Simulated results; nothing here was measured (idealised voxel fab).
voxel released beams: a process module
cross-section cut | 140 nm wide | cells 5 nm
We lay out every cross-section as a grid of square cells and spell it out in bands from the top down, where one band means one or more rows of cells.
Basically the band line says how high the top is and how high the bottom is, in nm, and then what's in it from left to right, every material with its width in nm. Empty space shows up as "air", and if a single material carries "everywhere" it runs the full band edge to edge.
The level at which height equals 0 is the one under which the wafer, as it arrives, is entirely one material. No lower edge exists for the bottom band, which continues downward and is notated as in "z 0 and below".
So if you see something like "30->40" for the width, read it as the top row of the band sitting at the first number and the bottom row at the second, with every row in between moving by the same amount as the last.
Step note "left unchanged" = no cross-section cell changed.
Enclosed voids (no open way to top), threshold 8 cells or more, entry "Completely enclosed voids", notation width x height at distance, distance from left edge, nm.
Note: text after step settings on the step line = simulator remark on that step.
overlay nm: for a step with a mask, the amount by which the mask lay right of where it was planned; a negative amount means left of it.
PROCESS STEPS FORESEEN IN THE PLAN
1,RECEIVE,material Si
2,CONFORMAL_DEP,material Al2O3,thk nm 10
3,DIRECTIONAL_DEP,material SiO2,thk nm 20
4,DIRECTIONAL_DEP,material aC,thk nm 10
5,PATTERN,tone open,mask id ANCHOR,material resist,width nm 35,thk nm 25,overlay nm -5
6,DIRECTIONAL_ETCH,etch materials aC,depth nm 10
7,STRIP,etch materials resist
8,DIRECTIONAL_ETCH,etch materials SiO2,depth nm 20
9,STRIP,etch materials aC
10,CONFORMAL_DEP,material W,thk nm 15
11,MASKED_ETCH,tone cover,mask id BEAM,width nm 105,etch materials W,depth nm 15,overlay nm 0
12,STRIP,etch materials SiO2
What sets these wafers apart? The overlay nm at step 5. They all start alike, and the plan carries the first wafer's value.
SO THIS IS THE FIRST OF SEVERAL WAFERS, CROSS-SECTIONED AS IT CAME TO US, MEANING IT'S AT THE END OF STEP 1
- z 0 and below = Si everywhere
- Completely enclosed voids: none
FIRST WAFER AT THE END, AFTER STEP 12
- z 45 to 30 = air (15)  W (15)  air (5)  W (85)  air (20)
- z 30 to 25 = air (15)  W (15)  air (5)  W (15)  air (90)
- z 25 to 10 = air (15)  W (35)  air (90)
- z 10 to 0 = Al2O3 everywhere
- z 0 and below = Si everywhere
- Completely enclosed voids: none
LAST WAFER OF THE SET, CROSS-SECTIONED AT END OF MODULE
- z 45 to 30 = air (15)  W (35)  air (5)  W (65)  air (20)
- z 30 to 25 = air (35)  W (15)  air (5)  W (15)  air (70)
- z 25 to 10 = air (35)  W (35)  air (70)
- z 10 to 0 = Al2O3 everywhere
- z 0 and below = Si everywhere
- Completely enclosed voids: none
TABULATED BELOW, WAFER BY WAFER, ARE THE END-OF-MODULE RESULTS: FOR EACH MATERIAL, THE NUMBER OF CELLS GAINED (+) OR LOST (-) RELATIVE TO THE AS-RECEIVED STATE, FOLLOWED BY THE CLOSED VOIDS
overlay nm -5 | +56 Al2O3 | +87 W | Completely enclosed voids: none
overlay nm 0 | +56 Al2O3 | +87 W | Completely enclosed voids: none
overlay nm 5 | +56 Al2O3 | +87 W | Completely enclosed voids: none
overlay nm 10 | +56 Al2O3 | +87 W | Completely enclosed voids: none
overlay nm 15 | +56 Al2O3 | +87 W | Completely enclosed voids: none
